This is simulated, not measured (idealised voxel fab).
process module | voxel self aligned vias
cross-section cut | 270 nm wide | cells 5 nm
A cross-section is a grid of square cells, given in bands from the top down. A band is one or more rows of cells.
Each band's line starts with the height of the band's top and of its bottom, in nm. Then come its materials from left to right, each with its width in nm. One material with "throughout" fills the band from edge to edge. "air" is empty space.
Height 0 is the level under which the wafer as received is all one material. The lowest band goes on downwards, as in "0 down".
A width such as "30 to 40" changes by the same amount from each row of cells to the next, from the band's top row to its bottom row.
"no change" after a step means that no cell of the cross-section changed.
closed voids: empty space of 8 cells or more with no open way to the top, each as width x height at its distance from the left edge, in nm
after a step's settings: what the simulator itself notes on the step
overlay nm, on a step with a mask: how far to the right of its planned place the mask lay; to the left if negative
plan
1 op RECEIVE | material Si
2 op CONFORMAL_DEP | material SiO2 | thk nm 10
3 op CONFORMAL_DEP | material SiCN | thk nm 5
4 op DIRECTIONAL_DEP | material SiO2 | thk nm 30
5 op PATTERN | tone open | mask id LINES | material resist | width nm 20 | pitch nm 55 | thk nm 15 | overlay nm 0
6 op DIRECTIONAL_ETCH | etch materials SiO2 | depth nm 30
7 op STRIP | etch materials resist
8 op CONFORMAL_DEP | material TiN | thk nm 5
9 op FILL_DEP | material W | thk nm 10
10 op CMP | height nm 45
11 op SELECTIVE_ETCH | etch materials W Ru TiN | depth nm 5
12 op FILL_DEP | material SiN | thk nm 5
13 op CMP | height nm 45
14 op DIRECTIONAL_DEP | material SiO2 | thk nm 15
15 op DIRECTIONAL_DEP | material aC | thk nm 10
16 op PATTERN | tone open | mask id VIAS | material resist | width nm 40 | pitch nm 110 | thk nm 25 | overlay nm 0
17 op DIRECTIONAL_ETCH | etch materials aC | depth nm 10
18 op STRIP | etch materials resist
19 op DIRECTIONAL_ETCH | etch materials SiO2 | depth nm 15
20 op DIRECTIONAL_ETCH | etch materials SiN | depth nm 5
21 op STRIP | etch materials aC
22 op CONFORMAL_DEP | material TiN | thk nm 5
23 op FILL_DEP | material Cu | thk nm 5
24 op CMP | height nm 60
25 op CONFORMAL_DEP | material SiN | thk nm 5
first wafer, as planned
as received, after step 1
  0 down: Si throughout
  closed voids: none
after step 2
  10 to 0: SiO2 throughout
  below 0: unchanged
after step 3
  15 to 10: SiCN throughout
  below 10: unchanged
after step 4
  45 to 15: SiO2 throughout
  below 15: unchanged
after step 5
  60 to 45: resist 70 | air 20 | resist 35 | air 20 | resist 35 | air 20 | resist 70
  below 45: unchanged
after step 6
  60 to 45: resist 70 | air 20 | resist 35 | air 20 | resist 35 | air 20 | resist 70
  45 to 15: SiO2 70 | air 20 | SiO2 35 | air 20 | SiO2 35 | air 20 | SiO2 70
  below 15: unchanged
after step 7
  45 to 15: SiO2 70 | air 20 | SiO2 35 | air 20 | SiO2 35 | air 20 | SiO2 70
  below 15: unchanged
after step 8
  50 to 45: TiN 75 | air 10 | TiN 45 | air 10 | TiN 45 | air 10 | TiN 75
  45 to 20: SiO2 70 | TiN 5 | air 10 | TiN 5 | SiO2 35 | TiN 5 | air 10 | TiN 5 | SiO2 35 | TiN 5 | air 10 | TiN 5 | SiO2 70
  20 to 15: SiO2 70 | TiN 20 | SiO2 35 | TiN 20 | SiO2 35 | TiN 20 | SiO2 70
  below 15: unchanged
after step 9
  60 to 50: W throughout
  50 to 45: TiN 75 | W 10 | TiN 45 | W 10 | TiN 45 | W 10 | TiN 75
  45 to 20: SiO2 70 | TiN 5 | W 10 | TiN 5 | SiO2 35 | TiN 5 | W 10 | TiN 5 | SiO2 35 | TiN 5 | W 10 | TiN 5 | SiO2 70
  below 20: unchanged
after step 10
  45 to 20: SiO2 70 | TiN 5 | W 10 | TiN 5 | SiO2 35 | TiN 5 | W 10 | TiN 5 | SiO2 35 | TiN 5 | W 10 | TiN 5 | SiO2 70
  below 20: unchanged
after step 11
  45 to 40: SiO2 70 | air 20 | SiO2 35 | air 20 | SiO2 35 | air 20 | SiO2 70
  below 40: unchanged
after step 12
  50 to 45: SiN throughout
  45 to 40: SiO2 70 | SiN 20 | SiO2 35 | SiN 20 | SiO2 35 | SiN 20 | SiO2 70
  below 40: unchanged
after step 13
  45 to 40: SiO2 70 | SiN 20 | SiO2 35 | SiN 20 | SiO2 35 | SiN 20 | SiO2 70
  below 40: unchanged
after step 14
  60 to 45: SiO2 throughout
  below 45: unchanged
after step 15
  70 to 60: aC throughout
  below 60: unchanged
after step 16
  95 to 70: resist 60 | air 40 | resist 70 | air 40 | resist 60
  below 70: unchanged
after step 17
  85 to 70: resist 60 | air 40 | resist 70 | air 40 | resist 60
  70 to 60: aC 60 | air 40 | aC 70 | air 40 | aC 60
  below 60: unchanged
after step 18
  70 to 60: aC 60 | air 40 | aC 70 | air 40 | aC 60
  below 60: unchanged
after step 19
  70 to 60: aC 60 | air 40 | aC 70 | air 40 | aC 60
  60 to 45: SiO2 60 | air 40 | SiO2 70 | air 40 | SiO2 60
  below 45: unchanged
after step 20
  70 to 60: aC 60 | air 40 | aC 70 | air 40 | aC 60
  60 to 45: SiO2 60 | air 40 | SiO2 70 | air 40 | SiO2 60
  45 to 40: SiO2 70 | air 20 | SiO2 35 | SiN 20 | SiO2 35 | air 20 | SiO2 70
  below 40: unchanged
after step 21
  60 to 45: SiO2 60 | air 40 | SiO2 70 | air 40 | SiO2 60
  below 45: unchanged
after step 22
  65 to 60: TiN 65 | air 30 | TiN 80 | air 30 | TiN 65
  60 to 50: SiO2 60 | TiN 5 | air 30 | TiN 5 | SiO2 70 | TiN 5 | air 30 | TiN 5 | SiO2 60
  50 to 45: SiO2 60 | TiN 15 | air 10 | TiN 15 | SiO2 70 | TiN 15 | air 10 | TiN 15 | SiO2 60
  45 to 40: SiO2 70 | TiN 20 | SiO2 35 | SiN 20 | SiO2 35 | TiN 20 | SiO2 70
  below 40: unchanged
after step 23
  70 to 65: Cu throughout
  65 to 60: TiN 65 | Cu 30 | TiN 80 | Cu 30 | TiN 65
  60 to 50: SiO2 60 | TiN 5 | Cu 30 | TiN 5 | SiO2 70 | TiN 5 | Cu 30 | TiN 5 | SiO2 60
  50 to 45: SiO2 60 | TiN 15 | Cu 10 | TiN 15 | SiO2 70 | TiN 15 | Cu 10 | TiN 15 | SiO2 60
  below 45: unchanged
after step 24
  60 to 50: SiO2 60 | TiN 5 | Cu 30 | TiN 5 | SiO2 70 | TiN 5 | Cu 30 | TiN 5 | SiO2 60
  below 50: unchanged
after step 25
  65 to 60: SiN throughout
  below 60: unchanged
second wafer: like start, like plan, one mistake. Through step 3 it matches the first wafer
when step 4 should have ended
  35 to 15: SiO2 throughout
  below 15: unchanged
when step 5 should have ended
  50 to 35: resist 70 | air 20 | resist 35 | air 20 | resist 35 | air 20 | resist 70
  below 35: unchanged
when step 6 should have ended
  50 to 35: resist 70 | air 20 | resist 35 | air 20 | resist 35 | air 20 | resist 70
  35 to 15: SiO2 70 | air 20 | SiO2 35 | air 20 | SiO2 35 | air 20 | SiO2 70
  below 15: unchanged
when step 7 should have ended
  35 to 15: SiO2 70 | air 20 | SiO2 35 | air 20 | SiO2 35 | air 20 | SiO2 70
  below 15: unchanged
when step 8 should have ended
  40 to 35: TiN 75 | air 10 | TiN 45 | air 10 | TiN 45 | air 10 | TiN 75
  35 to 20: SiO2 70 | TiN 5 | air 10 | TiN 5 | SiO2 35 | TiN 5 | air 10 | TiN 5 | SiO2 35 | TiN 5 | air 10 | TiN 5 | SiO2 70
  20 to 15: SiO2 70 | TiN 20 | SiO2 35 | TiN 20 | SiO2 35 | TiN 20 | SiO2 70
  below 15: unchanged
when step 9 should have ended
  50 to 40: W throughout
  40 to 35: TiN 75 | W 10 | TiN 45 | W 10 | TiN 45 | W 10 | TiN 75
  35 to 20: SiO2 70 | TiN 5 | W 10 | TiN 5 | SiO2 35 | TiN 5 | W 10 | TiN 5 | SiO2 35 | TiN 5 | W 10 | TiN 5 | SiO2 70
  below 20: unchanged
when step 10 should have ended
  45 to 40: W throughout
  below 40: unchanged
when step 11 should have ended
  40 to 35: TiN 75 | W 10 | TiN 45 | W 10 | TiN 45 | W 10 | TiN 75
  below 35: unchanged
when step 12 should have ended
  45 to 40: SiN throughout
  below 40: unchanged
when step 13 should have ended: no change
when step 14 should have ended
  60 to 45: SiO2 throughout
  below 45: unchanged
when step 15 should have ended
  70 to 60: aC throughout
  below 60: unchanged
when step 16 should have ended
  95 to 70: resist 60 | air 40 | resist 70 | air 40 | resist 60
  below 70: unchanged
when step 17 should have ended
  85 to 70: resist 60 | air 40 | resist 70 | air 40 | resist 60
  70 to 60: aC 60 | air 40 | aC 70 | air 40 | aC 60
  below 60: unchanged
when step 18 should have ended
  70 to 60: aC 60 | air 40 | aC 70 | air 40 | aC 60
  below 60: unchanged
when step 19 should have ended
  70 to 60: aC 60 | air 40 | aC 70 | air 40 | aC 60
  60 to 45: SiO2 60 | air 40 | SiO2 70 | air 40 | SiO2 60
  below 45: unchanged
when step 20 should have ended
  70 to 60: aC 60 | air 40 | aC 70 | air 40 | aC 60
  60 to 45: SiO2 60 | air 40 | SiO2 70 | air 40 | SiO2 60
  45 to 40: SiN 60 | air 40 | SiN 70 | air 40 | SiN 60
  below 40: unchanged
when step 21 should have ended
  60 to 45: SiO2 60 | air 40 | SiO2 70 | air 40 | SiO2 60
  below 45: unchanged
when step 22 should have ended
  65 to 60: TiN 65 | air 30 | TiN 80 | air 30 | TiN 65
  60 to 45: SiO2 60 | TiN 5 | air 30 | TiN 5 | SiO2 70 | TiN 5 | air 30 | TiN 5 | SiO2 60
  45 to 40: SiN 60 | TiN 40 | SiN 70 | TiN 40 | SiN 60
  below 40: unchanged
when step 23 should have ended
  70 to 65: Cu throughout
  65 to 60: TiN 65 | Cu 30 | TiN 80 | Cu 30 | TiN 65
  60 to 45: SiO2 60 | TiN 5 | Cu 30 | TiN 5 | SiO2 70 | TiN 5 | Cu 30 | TiN 5 | SiO2 60
  below 45: unchanged
when step 24 should have ended
  60 to 45: SiO2 60 | TiN 5 | Cu 30 | TiN 5 | SiO2 70 | TiN 5 | Cu 30 | TiN 5 | SiO2 60
  below 45: unchanged
when step 25 should have ended
  65 to 60: SiN throughout
  below 60: unchanged
what went wrong: step 4 ran as: op DIRECTIONAL_DEP | material SiO2 | thk nm 20
at the end the second wafer has, in cells: 8 more of Cu | 34 more of SiN | 84 fewer of SiO2 | 42 more of TiN
